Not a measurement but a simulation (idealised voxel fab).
Title: Process Module voxel self aligned contacts
Shown is cross-section cut, with a width of 145 nm and square cells of size 5 nm.
Format of a cross-section: grid, square cells. Given as bands. Order: top down. Band: one or more rows of cells. The band entry comprises the height of the band's top followed by the height of its bottom, expressed in nm, and subsequently the band's materials from left to right, each stated together with its width in nm. Where a single material is marked with the word "everywhere", that material fills the band from edge to edge. The word "blank" represents empty space. Measure heights from 0. That's the level where, below it, the as-received wafer is all one material. The lowest band is bottomless and extends downward; write it as in "0..down". The width entry "30..40" should be interpreted row by row: the top row of cells in the band takes the first number, the bottom row takes the second number, and the change between adjacent rows is uniform throughout. A step reported as "remained unchanged" is a step in which no cell of the cross-section changed. Look at "Voids, sealed" for the closed voids: empty spaces with no open path to the top, sized 8 cells or up. Each is width x height at distance, distance from the left edge, all nm. after a step's settings: what the simulator itself notes on the step. "overlay nm", when on a step's line for a step with a mask, measures how far to the right of its planned place the mask lay; a negative measure means to the left.
Set out below are the planned steps of the process
1: RECEIVE, material Si
2: OXIDIZE, depth nm 5
3: DIRECTIONAL_DEP, material polySi, thk nm 20
4: DIRECTIONAL_DEP, material SiN, thk nm 15
5: DIRECTIONAL_DEP, material aC, thk nm 10
6: PATTERN, tone cover, mask id GATE, material resist, width nm 35, pitch nm 60, thk nm 30, overlay nm 0
7: DIRECTIONAL_ETCH, etch materials aC, depth nm 10
8: STRIP, etch materials resist
9: DIRECTIONAL_ETCH, etch materials SiN, depth nm 15
10: DIRECTIONAL_ETCH, etch materials polySi, depth nm 20
11: STRIP, etch materials aC
12: CONFORMAL_DEP, material SiN, thk nm 5
13: DIRECTIONAL_ETCH, etch materials SiN, depth nm 5
14: FILL_DEP, material SiO2, thk nm 15
15: CMP, height nm 40
16: MASKED_ETCH, tone open, mask id CONTACT, width nm 35, etch materials SiO2, depth nm 45, overlay nm 0
17: CONFORMAL_DEP, material TiN, thk nm 5
18: FILL_DEP, material Ru, thk nm 5
19: CMP, height nm 40
20: CONFORMAL_DEP, material SiN, thk nm 5
As-received state of the wafer in cross-section, equivalent to post-step 1
    0..down = Si everywhere
    Voids, sealed: none
Result of the module, cross-sectioned: start per above, plan per above, one error in how it was run
    45..40 = SiN everywhere
    40..35 = 55 nm SiO2  15 nm TiN  5 nm Ru  15 nm TiN  55 nm SiO2
    35..20 = 20 nm SiO2  45 nm SiN  5 nm TiN  5 nm Ru  5 nm TiN  45 nm SiN  20 nm SiO2
    20..15 = 65 nm SiO2  15 nm TiN  65 nm SiO2
    15..0 = polySi everywhere
    0..down = Si everywhere
    Voids, sealed: none
Which mistake was made when the wafer was run? the executed order of steps 2 and 3 is the reverse of that specified in the plan, each step having taken the other's position
